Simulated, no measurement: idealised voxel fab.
A process module follows: voxel lift off.
For reference, the cross-section in this document is cut, with width 185 nm and square cells of 5 nm.
A cross-section is written here as square cells arranged in a grid, and it is given in bands from the top down, each band taking up one or more rows of cells. It is stipulated that each band's entry specify, in nanometres, the height of the top of the band and then that of its bottom, followed by the materials of the band in left-to-right sequence, each together with its width in nanometres. A single material marked by the word "all across" is understood to fill the band from edge to edge; the word "air" is understood to denote empty space. Ref level 0: as-received wafer is one material below here. Bottom band extends down with no lower bound ("0 and below"). Per-row width for "30 to 40": begins at first number (top row of band), ends at second number (bottom row), increment between rows held constant. The cross-section has no changed cell in any step marked "no change occurred". If an empty space has no open way to the top and is at least 8 cells in size, "Sealed void listing" lists it, written width x height at distance, where distance is measured from the left edge and every value is in nm. Anything after a step's settings on that line? It's the simulator's own note about the step. Among the settings permitted on a step's line is "overlay nm"; applied to a step with a mask, it specifies the extent to which the mask lay to the right of its planned position, whereas a negative figure signifies a position to the left.
The steps planned for the process are as follows:
1. RECEIVE with material Si
2. CONFORMAL_DEP with material SiN, thk nm 10
3. PATTERN with tone open, mask id LINES, material resist, width nm 20, pitch nm 40, thk nm 20, overlay nm 0
4. DIRECTIONAL_DEP with material Ru, thk nm 5
5. STRIP with etch materials resist
6. CONFORMAL_DEP with material SiN, thk nm 10
Incoming wafer in cross-section (state: after step 1):
    0 and below  Si all across
    Sealed void listing: none
As-planned run: cross-section of the first of two wafers at end of module:
    25 down to 20  50 nm air  80 nm SiN  55 nm air
    20 down to 15  SiN all across
    15 down to 10  60 nm SiN  20 nm Ru  20 nm SiN  20 nm Ru  65 nm SiN
    10 down to 0  SiN all across
    0 and below  Si all across
    Sealed void listing: none
Wafer two, end of module, cross-section. Same start, same plan as wafer one. One mistake in the run:
    25 down to 20  55 nm air  35 nm SiN  5 nm air  35 nm SiN  55 nm air
    20 down to 15  SiN all across
    15 down to 10  65 nm SiN  15 nm Ru  25 nm SiN  15 nm Ru  65 nm SiN
    10 down to 0  SiN all across
    0 and below  Si all across
    Sealed void listing: none
Which mistake was made when the wafer was run? so step 3 ended up running with a different setting than we planned, it ran as PATTERN with tone open, mask id LINES, material resist, width nm 15, pitch nm 40, thk nm 20, overlay nm 0
Cell-count delta at end, second wafer over first, by material: Ru: 2 fewer
